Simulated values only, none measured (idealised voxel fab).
process module | voxel local oxidation
Square cells of 5 nm make up the cross-section cut, whose width is 205 nm.
In this document a cross-section is written as a grid of square cells. It is given as a series of bands, listed from the top down, and a band is one or more rows of cells. First you get the band's top height and its bottom height, in nm, and then the materials it's made of, left to right, with each width in nm. If you see a single material with "all across", that one covers the band edge to edge. "blank" is empty space. Note: height 0 marks the level under which the wafer is uniformly one material as received. Lowest band unbounded below, written "from 0 down". Width: "30..40" (first number = top row, second number = bottom row, same change from row to row of cells). It should be understood that the words "identical to before", when stated for a given step, signify that the cross-section underwent no change in any of its cells during that step. What "Enclosed empty spaces" gives you is every empty space of 8 cells or more that is cut off from the top. Each appears as width x height at distance, with the distance taken from the left edge and width, height and distance all in nm. Post-settings text on a step line: simulator's own remark regarding the step. overlay nm: for a step with a mask, the amount by which the mask lay right of where it was planned; a negative amount means left of it.
-- Planned step list for the process
step 1: RECEIVE (material Si)
step 2: CONFORMAL_DEP (material SiO2; thk nm 5)
step 3: CONFORMAL_DEP (material SiN; thk nm 15)
step 4: DIRECTIONAL_DEP (material aC; thk nm 10)
step 5: PATTERN (tone cover; mask id ACTIVE; material resist; width nm 90; thk nm 30; overlay nm -15)
step 6: DIRECTIONAL_ETCH (etch materials aC; depth nm 10)
step 7: STRIP (etch materials resist)
step 8: DIRECTIONAL_ETCH (etch materials SiN; depth nm 15)
step 9: STRIP (etch materials aC)
step 10: SELECTIVE_ETCH (etch materials SiO2; depth nm 5)
step 11: OXIDIZE (depth nm 15)
step 12: STRIP (etch materials SiN)
Across this set of wafers, the varied parameter is the overlay nm of step 5. Starting conditions are identical for every wafer, and the plan reports the value assigned to the first wafer.
-- After step 1, as received: first of several wafers, cross-section
- from 0 down  Si all across
- Enclosed empty spaces: none
-- Per-wafer rows below. For each material: cells gained (+) or lost (-) since the wafer was received, as of end of module. Then: closed voids
overlay nm -15, -93 Si, +109 SiO2, Enclosed empty spaces: none
overlay nm -10, -93 Si, +109 SiO2, Enclosed empty spaces: none
overlay nm -5, -93 Si, +109 SiO2, Enclosed empty spaces: none
overlay nm 0, -93 Si, +109 SiO2, Enclosed empty spaces: none
overlay nm 5, -93 Si, +109 SiO2, Enclosed empty spaces: none
overlay nm 10, -93 Si, +109 SiO2, Enclosed empty spaces: none
overlay nm 15, -93 Si, +109 SiO2, Enclosed empty spaces: none
